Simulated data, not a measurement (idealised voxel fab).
Title: Process Module voxel plated lines
The cross-section shown here is cut; it is 185 nm wide and divided into square cells measuring 5 nm on a side.
Square cells in a grid make up a cross-section in this document, and the grid is given as bands, listed from the top down, each one or more rows of cells.
A band entry consists of two parts. The first gives the height of the band's top and the height of its bottom, in nm. The rest lists the band's materials from left to right, each with its width in nm. A single material labelled with the word "full width" fills the band from edge to edge, and the word "empty" marks empty space.
Heights from 0 (as-received wafer is one material below). Bottom band endless downward, as "0..down".
The width entry "30..40" should be interpreted row by row: the top row of cells in the band takes the first number, the bottom row takes the second number, and the change between adjacent rows is uniform throughout.
"no alterations made" after a step means that no cell of the cross-section changed.
Closed void roster: empty space of 8 cells or more with no open way to the top, each as width x height at its distance from the left edge, in nm
Past the settings on a step's line: simulator remark, on that step.
overlay nm, on a step with a mask: how far to the right of its planned place the mask lay; to the left if negative

The following list gives the planned process steps:
step 1: RECEIVE [material Si]
step 2: CONFORMAL_DEP [material SiO2] [thk nm 5]
step 3: DIRECTIONAL_DEP [material TiN] [thk nm 5]
step 4: PATTERN [tone open] [mask id LINES] [material resist] [width nm 15] [pitch nm 35] [thk nm 30] [overlay nm 0]
step 5: EPI [material Ru] [thk nm 10]
step 6: EPI [material Ru] [thk nm 10]
step 7: STRIP [etch materials resist]
step 8: DIRECTIONAL_ETCH [etch materials TiN] [depth nm 5]
step 9: CONFORMAL_DEP [material SiO2] [thk nm 5]
Split variable: thk nm, step 2. Plan value = first wafer. Wafers start alike.

As received, i.e. after step 1: cross-section through the first of several wafers:
0..down = Si full width
Closed void roster: none

Cross-section, first of several wafers, end of module, after last step 9:
35..30 = empty 25 nm, SiO2 25 nm, empty 10 nm, SiO2 25 nm, empty 10 nm, SiO2 25 nm, empty 10 nm, SiO2 25 nm, empty 30 nm
30..10 = empty 25 nm, SiO2 5 nm, Ru 15 nm, SiO2 5 nm, empty 10 nm, SiO2 5 nm, Ru 15 nm, SiO2 5 nm, empty 10 nm, SiO2 5 nm, Ru 15 nm, SiO2 5 nm, empty 10 nm, SiO2 5 nm, Ru 15 nm, SiO2 5 nm, empty 30 nm
10..5 = SiO2 30 nm, TiN 15 nm, SiO2 20 nm, TiN 15 nm, SiO2 20 nm, TiN 15 nm, SiO2 20 nm, TiN 15 nm, SiO2 35 nm
5..0 = SiO2 full width
0..down = Si full width
Closed void roster: none

A cross-section through the last wafer at the close of the module:
55..50 = empty 25 nm, SiO2 25 nm, empty 10 nm, SiO2 25 nm, empty 10 nm, SiO2 25 nm, empty 10 nm, SiO2 25 nm, empty 30 nm
50..30 = empty 25 nm, SiO2 5 nm, Ru 15 nm, SiO2 5 nm, empty 10 nm, SiO2 5 nm, Ru 15 nm, SiO2 5 nm, empty 10 nm, SiO2 5 nm, Ru 15 nm, SiO2 5 nm, empty 10 nm, SiO2 5 nm, Ru 15 nm, SiO2 5 nm, empty 30 nm
30..25 = SiO2 30 nm, TiN 15 nm, SiO2 20 nm, TiN 15 nm, SiO2 20 nm, TiN 15 nm, SiO2 20 nm, TiN 15 nm, SiO2 35 nm
25..0 = SiO2 full width
0..down = Si full width
Closed void roster: none

Per-wafer rows below. For each material: cells gained (+) or lost (-) since the wafer was received, as of end of module. Then: closed voids:
thk nm 5, +48 Ru, +114 SiO2, +12 TiN, Closed void roster: none
thk nm 10, +48 Ru, +151 SiO2, +12 TiN, Closed void roster: none
thk nm 15, +48 Ru, +188 SiO2, +12 TiN, Closed void roster: none
thk nm 20, +48 Ru, +225 SiO2, +12 TiN, Closed void roster: none
thk nm 25, +48 Ru, +262 SiO2, +12 TiN, Closed void roster: none
